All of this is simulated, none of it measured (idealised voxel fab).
Herein follows the process module entitled voxel trench capacitor.
Cross-section cut: width 260 nm, square cells of 5 nm.
This document writes a cross-section as a grid whose cells are square, and gives it as bands, listed from the top down; one or more rows of cells form a band.
Band: top and bottom heights (nm) first, top before bottom; then materials from left to right, widths in nm. "everywhere" marks a sole material filling the band edge to edge. "empty" denotes empty space.
Heights from 0 (as-received wafer is one material below). Bottom band endless downward, as "from 0 down".
Per-row width for "30->40": begins at first number (top row of band), ends at second number (bottom row), increment between rows held constant.
The designation "everything unchanged", where it is given for a processing step, indicates that no cell of the cross-section was altered in the course of that step.
"Closed voids list" lists enclosed empty spaces (at least 8 cells, no open path upward to the top), each as width x height at distance from the left edge, in nm.
Read whatever lies past the settings on a step's line as the simulator's own remark about the step.
You can add "overlay nm" to a step's line. For a step with a mask, it describes how far the mask lay to the right of its planned position, and a negative number describes a lay to the left.

### The planned process steps are enumerated hereunder
| 1 | RECEIVE (material Si) |
| 2 | CONFORMAL_DEP (material SiN; thk nm 10) |
| 3 | DIRECTIONAL_DEP (material aC; thk nm 15) |
| 4 | PATTERN (tone open; mask id TRENCH; material resist; width nm 30; pitch nm 60; thk nm 35; overlay nm 0) |
| 5 | DIRECTIONAL_ETCH (etch materials aC; depth nm 15) |
| 6 | STRIP (etch materials resist) |
| 7 | DIRECTIONAL_ETCH (etch materials SiN; depth nm 10) |
| 8 | DIRECTIONAL_ETCH (etch materials Si; depth nm 40) |
| 9 | STRIP (etch materials aC) |
| 10 | CONFORMAL_DEP (material HfO2; thk nm 5) |
| 11 | CONFORMAL_DEP (material TiN; thk nm 5) |
| 12 | FILL_DEP (material W; thk nm 10) |
| 13 | CMP (height nm 0) |
varied across the wafers: height nm of step 13. The plan shows the first wafer's value. All wafers start alike

### This is how the first of several wafers looked in cross-section when it arrived, which is after step 1
from 0 down: Si everywhere
Closed voids list: none

### End-of-module cross-section, first of several wafers, after last step 13
from 0 to -30: 25 Si / 5 HfO2 / 5 TiN / 10 W / 5 TiN / 5 HfO2 / 30 Si / 5 HfO2 / 5 TiN / 10 W / 5 TiN / 5 HfO2 / 30 Si / 5 HfO2 / 5 TiN / 10 W / 5 TiN / 5 HfO2 / 30 Si / 5 HfO2 / 5 TiN / 10 W / 5 TiN / 5 HfO2 / 25 Si
from -30 to -35: 25 Si / 5 HfO2 / 20 TiN / 5 HfO2 / 30 Si / 5 HfO2 / 20 TiN / 5 HfO2 / 30 Si / 5 HfO2 / 20 TiN / 5 HfO2 / 30 Si / 5 HfO2 / 20 TiN / 5 HfO2 / 25 Si
from -35 to -40: 25 Si / 30 HfO2 / 30 Si / 30 HfO2 / 30 Si / 30 HfO2 / 30 Si / 30 HfO2 / 25 Si
from -40 down: Si everywhere
Closed voids list: none

### Last wafer of the set, cross-sectioned at end of module
from 25 to 20: W everywhere
from 20 to 15: 35 TiN / 10 W / 50 TiN / 10 W / 50 TiN / 10 W / 50 TiN / 10 W / 35 TiN
from 15 to 10: 30 HfO2 / 5 TiN / 10 W / 5 TiN / 40 HfO2 / 5 TiN / 10 W / 5 TiN / 40 HfO2 / 5 TiN / 10 W / 5 TiN / 40 HfO2 / 5 TiN / 10 W / 5 TiN / 30 HfO2
from 10 to 0: 25 SiN / 5 HfO2 / 5 TiN / 10 W / 5 TiN / 5 HfO2 / 30 SiN / 5 HfO2 / 5 TiN / 10 W / 5 TiN / 5 HfO2 / 30 SiN / 5 HfO2 / 5 TiN / 10 W / 5 TiN / 5 HfO2 / 30 SiN / 5 HfO2 / 5 TiN / 10 W / 5 TiN / 5 HfO2 / 25 SiN
from 0 to -30: 25 Si / 5 HfO2 / 5 TiN / 10 W / 5 TiN / 5 HfO2 / 30 Si / 5 HfO2 / 5 TiN / 10 W / 5 TiN / 5 HfO2 / 30 Si / 5 HfO2 / 5 TiN / 10 W / 5 TiN / 5 HfO2 / 30 Si / 5 HfO2 / 5 TiN / 10 W / 5 TiN / 5 HfO2 / 25 Si
from -30 to -35: 25 Si / 5 HfO2 / 20 TiN / 5 HfO2 / 30 Si / 5 HfO2 / 20 TiN / 5 HfO2 / 30 Si / 5 HfO2 / 20 TiN / 5 HfO2 / 30 Si / 5 HfO2 / 20 TiN / 5 HfO2 / 25 Si
from -35 to -40: 25 Si / 30 HfO2 / 30 Si / 30 HfO2 / 30 Si / 30 HfO2 / 30 Si / 30 HfO2 / 25 Si
from -40 down: Si everywhere
Closed voids list: none

### Gained (+) or lost (-) cells of each material since receipt, then closed voids: one row per wafer, at the end of the module
height nm 0, +80 HfO2, -192 Si, +64 TiN, +48 W, Closed voids list: none
height nm 5, +88 HfO2, -192 Si, +28 SiN, +72 TiN, +56 W, Closed voids list: none
height nm 10, +96 HfO2, -192 Si, +56 SiN, +80 TiN, +64 W, Closed voids list: none
height nm 15, +132 HfO2, -192 Si, +56 SiN, +88 TiN, +72 W, Closed voids list: none
height nm 20, +132 HfO2, -192 Si, +56 SiN, +132 TiN, +80 W, Closed voids list: none
height nm 25, +132 HfO2, -192 Si, +56 SiN, +132 TiN, +132 W, Closed voids list: none
